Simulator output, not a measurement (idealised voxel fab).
Process module in this document: voxel wiring stack
Cross-section cut spans 225 nm and uses square cells 5 nm in size.
In what follows, cross-sections appear as grids of square cells, described through bands that run from the top down, where every band is one or more rows of cells.
Heights first: top, then bottom, in nm. Then materials, left to right, each with a width in nm. "edge to edge" on a single material: fills the band edge to edge. "blank": empty space.
Note: height 0 marks the level under which the wafer is uniformly one material as received. Lowest band unbounded below, written "0 down".
The width entry "30 to 40" should be interpreted row by row: the top row of cells in the band takes the first number, the bottom row takes the second number, and the change between adjacent rows is uniform throughout.
Step note "same as before" = no cross-section cell changed.
This entry, "Cavities, sealed", enumerates those empty regions of no fewer than 8 cells that possess no open connection to the top. Each region is reported in the form width x height at distance, the distance being taken from the left edge, with all three quantities expressed in nm.
Formally, on a step line, whatever follows the settings is a remark that the simulator itself makes on the step.
When a step includes a mask, the "overlay nm" setting on its line states how far to the right of its planned place that mask lay, and negative values state how far to the left.

### Below is the list of planned process steps
- 1: RECEIVE | material Si
- 2: CONFORMAL_DEP | material SiO2 | thk nm 10
- 3: CONFORMAL_DEP | material SiN | thk nm 5
- 4: DIRECTIONAL_DEP | material SiO2 | thk nm 20
- 5: DIRECTIONAL_DEP | material aC | thk nm 10
- 6: PATTERN | tone open | mask id METAL_1 | material resist | width nm 30 | pitch nm 55 | thk nm 25 | overlay nm 0
- 7: DIRECTIONAL_ETCH | etch materials aC | depth nm 10
- 8: STRIP | etch materials resist
- 9: DIRECTIONAL_ETCH | etch materials SiO2 | depth nm 20
- 10: DIRECTIONAL_ETCH | etch materials SiN | depth nm 5
- 11: STRIP | etch materials aC
- 12: CONFORMAL_DEP | material TiN | thk nm 5
- 13: FILL_DEP | material Cu | thk nm 5
- 14: CMP | height nm 35
- 15: CONFORMAL_DEP | material SiCN | thk nm 5
- 16: DIRECTIONAL_DEP | material lowk | thk nm 10
- 17: DIRECTIONAL_DEP | material aC | thk nm 10
- 18: PATTERN | tone open | mask id PLUG_1 | material resist | width nm 15 | thk nm 30 | overlay nm 0
- 19: DIRECTIONAL_ETCH | etch materials aC | depth nm 10
- 20: STRIP | etch materials resist
- 21: DIRECTIONAL_ETCH | etch materials lowk | depth nm 10
- 22: DIRECTIONAL_ETCH | etch materials SiCN | depth nm 5
- 23: STRIP | etch materials aC
- 24: EPI | material Ru | thk nm 10
- 25: EPI | material Ru | thk nm 5
- 26: CONFORMAL_DEP | material SiN | thk nm 5
- 27: DIRECTIONAL_DEP | material lowk | thk nm 15
- 28: DIRECTIONAL_DEP | material aC | thk nm 15
- 29: PATTERN | tone open | mask id METAL_2 | material resist | width nm 30 | pitch nm 55 | thk nm 30 | overlay nm 0
- 30: DIRECTIONAL_ETCH | etch materials aC | depth nm 15
- 31: STRIP | etch materials resist
- 32: DIRECTIONAL_ETCH | etch materials lowk | depth nm 15
- 33: DIRECTIONAL_ETCH | etch materials SiN | depth nm 5
- 34: STRIP | etch materials aC
- 35: CONFORMAL_DEP | material TiN | thk nm 5
- 36: FILL_DEP | material Ru | thk nm 10
- 37: CMP | height nm 70
- 38: CONFORMAL_DEP | material SiCN | thk nm 5
- 39: DIRECTIONAL_DEP | material SiO2 | thk nm 30
- 40: PATTERN | tone open | mask id METAL_3_HOLES | material resist | width nm 15 | thk nm 20 | overlay nm 0
- 41: DIRECTIONAL_ETCH | etch materials SiO2 | depth nm 30
- 42: STRIP | etch materials resist
- 43: MASKED_ETCH | tone open | mask id METAL_3 | width nm 30 | pitch nm 55 | etch materials SiO2 | depth nm 15 | overlay nm 0
- 44: MASKED_ETCH | tone open | mask id METAL_3 | width nm 30 | pitch nm 55 | etch materials SiCN | depth nm 5 | overlay nm 0
- 45: CONFORMAL_DEP | material TiN | thk nm 5
- 46: FILL_DEP | material Ru | thk nm 10
- 47: CMP | height nm 105
- 48: CONFORMAL_DEP | material SiCN | thk nm 5

### The first wafer of two, processed as planned

### Cross-section, incoming material, after step 1
0 down  Si edge to edge
Cavities, sealed: none

### Cross-section of the wafer after step 2
10 to 0  SiO2 edge to edge
Anything lower than 0 is untouched.

### Cross-section of the wafer after step 3
15 to 10  SiN edge to edge
Anything lower than 10 is untouched.

### Cross-section of the wafer after step 4
35 to 15  SiO2 edge to edge
Anything lower than 15 is untouched.

### Cross-section of the wafer after step 5
45 to 35  aC edge to edge
Anything lower than 35 is untouched.

### Cross-section of the wafer after step 6
70 to 45  70 resist; 30 blank; 25 resist; 30 blank; 70 resist
Anything lower than 45 is untouched.

### Cross-section of the wafer after step 7
60 to 45  70 resist; 30 blank; 25 resist; 30 blank; 70 resist
45 to 35  70 aC; 30 blank; 25 aC; 30 blank; 70 aC
Anything lower than 35 is untouched.

### Cross-section of the wafer after step 8
45 to 35  70 aC; 30 blank; 25 aC; 30 blank; 70 aC
Anything lower than 35 is untouched.

### Cross-section of the wafer after step 9
45 to 35  70 aC; 30 blank; 25 aC; 30 blank; 70 aC
35 to 15  70 SiO2; 30 blank; 25 SiO2; 30 blank; 70 SiO2
Anything lower than 15 is untouched.

### Cross-section of the wafer after step 10
45 to 35  70 aC; 30 blank; 25 aC; 30 blank; 70 aC
35 to 15  70 SiO2; 30 blank; 25 SiO2; 30 blank; 70 SiO2
15 to 10  70 SiN; 30 blank; 25 SiN; 30 blank; 70 SiN
Anything lower than 10 is untouched.

### Cross-section of the wafer after step 11
35 to 15  70 SiO2; 30 blank; 25 SiO2; 30 blank; 70 SiO2
Anything lower than 15 is untouched.

### Cross-section of the wafer after step 12
40 to 35  75 TiN; 20 blank; 35 TiN; 20 blank; 75 TiN
35 to 15  70 SiO2; 5 TiN; 20 blank; 5 TiN; 25 SiO2; 5 TiN; 20 blank; 5 TiN; 70 SiO2
15 to 10  70 SiN; 30 TiN; 25 SiN; 30 TiN; 70 SiN
Anything lower than 10 is untouched.

### Cross-section of the wafer after step 13
45 to 40  Cu edge to edge
40 to 35  75 TiN; 20 Cu; 35 TiN; 20 Cu; 75 TiN
35 to 15  70 SiO2; 5 TiN; 20 Cu; 5 TiN; 25 SiO2; 5 TiN; 20 Cu; 5 TiN; 70 SiO2
Anything lower than 15 is untouched.

### Cross-section of the wafer after step 14
35 to 15  70 SiO2; 5 TiN; 20 Cu; 5 TiN; 25 SiO2; 5 TiN; 20 Cu; 5 TiN; 70 SiO2
Anything lower than 15 is untouched.

### Cross-section of the wafer after step 15
40 to 35  SiCN edge to edge
Anything lower than 35 is untouched.

### Cross-section of the wafer after step 16
50 to 40  lowk edge to edge
Anything lower than 40 is untouched.

### Cross-section of the wafer after step 17
60 to 50  aC edge to edge
Anything lower than 50 is untouched.

### Cross-section of the wafer after step 18
90 to 60  70 resist; 15 blank; 140 resist
Anything lower than 60 is untouched.

### Cross-section of the wafer after step 19
80 to 60  70 resist; 15 blank; 140 resist
60 to 50  70 aC; 15 blank; 140 aC
Anything lower than 50 is untouched.

### Cross-section of the wafer after step 20
60 to 50  70 aC; 15 blank; 140 aC
Anything lower than 50 is untouched.

### Cross-section of the wafer after step 21
60 to 50  70 aC; 15 blank; 140 aC
50 to 40  70 lowk; 15 blank; 140 lowk
Anything lower than 40 is untouched.

### Cross-section of the wafer after step 22
60 to 50  70 aC; 15 blank; 140 aC
50 to 40  70 lowk; 15 blank; 140 lowk
40 to 35  70 SiCN; 15 blank; 140 SiCN
Anything lower than 35 is untouched.

### Cross-section of the wafer after step 23
50 to 40  70 lowk; 15 blank; 140 lowk
Anything lower than 40 is untouched.

### Cross-section of the wafer after step 24
50 to 45  70 lowk; 15 blank; 140 lowk
45 to 40  70 lowk; 15 Ru; 140 lowk
40 to 35  70 SiCN; 15 Ru; 140 SiCN
Anything lower than 35 is untouched.

### Cross-section of the wafer after step 25
50 to 40  70 lowk; 15 Ru; 140 lowk
Anything lower than 40 is untouched.

### Cross-section of the wafer after step 26
55 to 50  SiN edge to edge
Anything lower than 50 is untouched.

### Cross-section of the wafer after step 27
70 to 55  lowk edge to edge
Anything lower than 55 is untouched.

### Cross-section of the wafer after step 28
85 to 70  aC edge to edge
Anything lower than 70 is untouched.

### Cross-section of the wafer after step 29
115 to 85  70 resist; 30 blank; 25 resist; 30 blank; 70 resist
Anything lower than 85 is untouched.

### Cross-section of the wafer after step 30
100 to 85  70 resist; 30 blank; 25 resist; 30 blank; 70 resist
85 to 70  70 aC; 30 blank; 25 aC; 30 blank; 70 aC
Anything lower than 70 is untouched.

### Cross-section of the wafer after step 31
85 to 70  70 aC; 30 blank; 25 aC; 30 blank; 70 aC
Anything lower than 70 is untouched.

### Cross-section of the wafer after step 32
85 to 70  70 aC; 30 blank; 25 aC; 30 blank; 70 aC
70 to 55  70 lowk; 30 blank; 25 lowk; 30 blank; 70 lowk
Anything lower than 55 is untouched.

### Cross-section of the wafer after step 33
85 to 70  70 aC; 30 blank; 25 aC; 30 blank; 70 aC
70 to 55  70 lowk; 30 blank; 25 lowk; 30 blank; 70 lowk
55 to 50  70 SiN; 30 blank; 25 SiN; 30 blank; 70 SiN
Anything lower than 50 is untouched.

### Cross-section of the wafer after step 34
70 to 55  70 lowk; 30 blank; 25 lowk; 30 blank; 70 lowk
Anything lower than 55 is untouched.

### Cross-section of the wafer after step 35
75 to 70  75 TiN; 20 blank; 35 TiN; 20 blank; 75 TiN
70 to 55  70 lowk; 5 TiN; 20 blank; 5 TiN; 25 lowk; 5 TiN; 20 blank; 5 TiN; 70 lowk
55 to 50  70 SiN; 30 TiN; 25 SiN; 30 TiN; 70 SiN
Anything lower than 50 is untouched.

### Cross-section of the wafer after step 36
85 to 75  Ru edge to edge
75 to 70  75 TiN; 20 Ru; 35 TiN; 20 Ru; 75 TiN
70 to 55  70 lowk; 5 TiN; 20 Ru; 5 TiN; 25 lowk; 5 TiN; 20 Ru; 5 TiN; 70 lowk
Anything lower than 55 is untouched.

### Cross-section of the wafer after step 37
70 to 55  70 lowk; 5 TiN; 20 Ru; 5 TiN; 25 lowk; 5 TiN; 20 Ru; 5 TiN; 70 lowk
Anything lower than 55 is untouched.

### Cross-section of the wafer after step 38
75 to 70  SiCN edge to edge
Anything lower than 70 is untouched.

### Cross-section of the wafer after step 39
105 to 75  SiO2 edge to edge
Anything lower than 75 is untouched.

### Cross-section of the wafer after step 40
125 to 105  70 resist; 15 blank; 140 resist
Anything lower than 105 is untouched.

### Cross-section of the wafer after step 41
125 to 105  70 resist; 15 blank; 140 resist
105 to 75  70 SiO2; 15 blank; 140 SiO2
Anything lower than 75 is untouched.

### Cross-section of the wafer after step 42
105 to 75  70 SiO2; 15 blank; 140 SiO2
Anything lower than 75 is untouched.

### Cross-section of the wafer after step 43
105 to 90  70 SiO2; 30 blank; 25 SiO2; 30 blank; 70 SiO2
Anything lower than 90 is untouched.

### Cross-section of the wafer after step 44
105 to 90  70 SiO2; 30 blank; 25 SiO2; 30 blank; 70 SiO2
90 to 75  70 SiO2; 15 blank; 140 SiO2
75 to 70  70 SiCN; 15 blank; 140 SiCN
Anything lower than 70 is untouched.

### Cross-section of the wafer after step 45
110 to 105  75 TiN; 20 blank; 35 TiN; 20 blank; 75 TiN
105 to 95  70 SiO2; 5 TiN; 20 blank; 5 TiN; 25 SiO2; 5 TiN; 20 blank; 5 TiN; 70 SiO2
95 to 90  70 SiO2; 5 TiN; 5 blank; 20 TiN; 25 SiO2; 30 TiN; 70 SiO2
90 to 75  70 SiO2; 5 TiN; 5 blank; 5 TiN; 140 SiO2
75 to 70  70 SiCN; 15 TiN; 140 SiCN
Anything lower than 70 is untouched.

### Cross-section of the wafer after step 46
120 to 110  Ru edge to edge
110 to 105  75 TiN; 20 Ru; 35 TiN; 20 Ru; 75 TiN
105 to 95  70 SiO2; 5 TiN; 20 Ru; 5 TiN; 25 SiO2; 5 TiN; 20 Ru; 5 TiN; 70 SiO2
95 to 90  70 SiO2; 5 TiN; 5 Ru; 20 TiN; 25 SiO2; 30 TiN; 70 SiO2
90 to 75  70 SiO2; 5 TiN; 5 Ru; 5 TiN; 140 SiO2
Anything lower than 75 is untouched.

### Cross-section of the wafer after step 47
105 to 95  70 SiO2; 5 TiN; 20 Ru; 5 TiN; 25 SiO2; 5 TiN; 20 Ru; 5 TiN; 70 SiO2
Anything lower than 95 is untouched.

### Cross-section of the wafer after step 48
110 to 105  SiCN edge to edge
Anything lower than 105 is untouched.

### Second wafer - shared start and plan with the first - one error in running - same as the first up to step 46 inclusive

### Second wafer, section view, time point: scheduled end of step 47
95 to 90  70 SiO2; 5 TiN; 5 Ru; 20 TiN; 25 SiO2; 30 TiN; 70 SiO2
Anything lower than 90 is untouched.

### Second wafer, section view, time point: scheduled end of step 48
100 to 95  SiCN edge to edge
Anything lower than 95 is untouched.
Deviation noted in wafer processing: heads up, step 47 didn't go per plan, it actually ran as CMP | height nm 95
The final cell counts differ between the wafers, with the second having more or fewer of some materials than the first: -16 Ru | -66 SiO2 | -8 TiN
